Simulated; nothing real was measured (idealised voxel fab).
process module | voxel ribs on slabs
cross-section cut | 265 nm wide | cells 5 nm
A cross-section is a grid of square cells, given in bands from the top down. A band is one or more rows of cells.
Each band's line starts with the height of the band's top and of its bottom, in nm. Then come its materials from left to right, each with its width in nm. One material with "throughout" fills the band from edge to edge. "air" is empty space.
Height 0 is the level under which the wafer as received is all one material. The lowest band goes on downwards, as in "0 down".
A width such as "30 to 40" changes by the same amount from each row of cells to the next, from the band's top row to its bottom row.
"no change" after a step means that no cell of the cross-section changed.
closed voids: empty space of 8 cells or more with no open way to the top, each as width x height at its distance from the left edge, in nm
after a step's settings: what the simulator itself notes on the step
overlay nm, on a step with a mask: how far to the right of its planned place the mask lay; to the left if negative
plan
1 op RECEIVE | material Si
2 op DIRECTIONAL_DEP | material SiO2 | thk nm 25
3 op DIRECTIONAL_DEP | material polySi | thk nm 15
4 op DIRECTIONAL_DEP | material aC | thk nm 15
5 op PATTERN | tone cover | mask id RIB | material resist | width nm 20 | thk nm 30 | overlay nm 0
6 op DIRECTIONAL_ETCH | etch materials aC | depth nm 15
7 op STRIP | etch materials resist
8 op DIRECTIONAL_ETCH | etch materials polySi | depth nm 5
9 op STRIP | etch materials aC
10 op DIRECTIONAL_DEP | material aC | thk nm 10
11 op PATTERN | tone cover | mask id SLAB | material resist | width nm 50 | thk nm 25 | overlay nm 0
12 op DIRECTIONAL_ETCH | etch materials aC | depth nm 10
13 op STRIP | etch materials resist
14 op DIRECTIONAL_ETCH | etch materials polySi | depth nm 10
15 op STRIP | etch materials aC
16 op FILL_DEP | material SiO2 | thk nm 30
17 op CMP | height nm 60
18 op DIRECTIONAL_DEP | material W | thk nm 10
19 op MASKED_ETCH | tone cover | mask id HEATER | width nm 30 | etch materials W | depth nm 10 | overlay nm 0
20 op CONFORMAL_DEP | material SiO2 | thk nm 10
as received, after step 1
  0 down: Si throughout
  closed voids: none
a wafer at the end: this start, this plan, one mistake
  80 to 70: air 105 | SiO2 50 | air 110
  70 to 60: SiO2 115 | W 30 | SiO2 120
  60 to 50: SiO2 throughout
  50 to 40: SiO2 105 | polySi 50 | SiO2 110
  40 to 25: polySi throughout
  25 to 0: SiO2 throughout
  0 down: Si throughout
  closed voids: none
what went wrong: step 4 ran as: op DIRECTIONAL_DEP | material polySi | thk nm 15
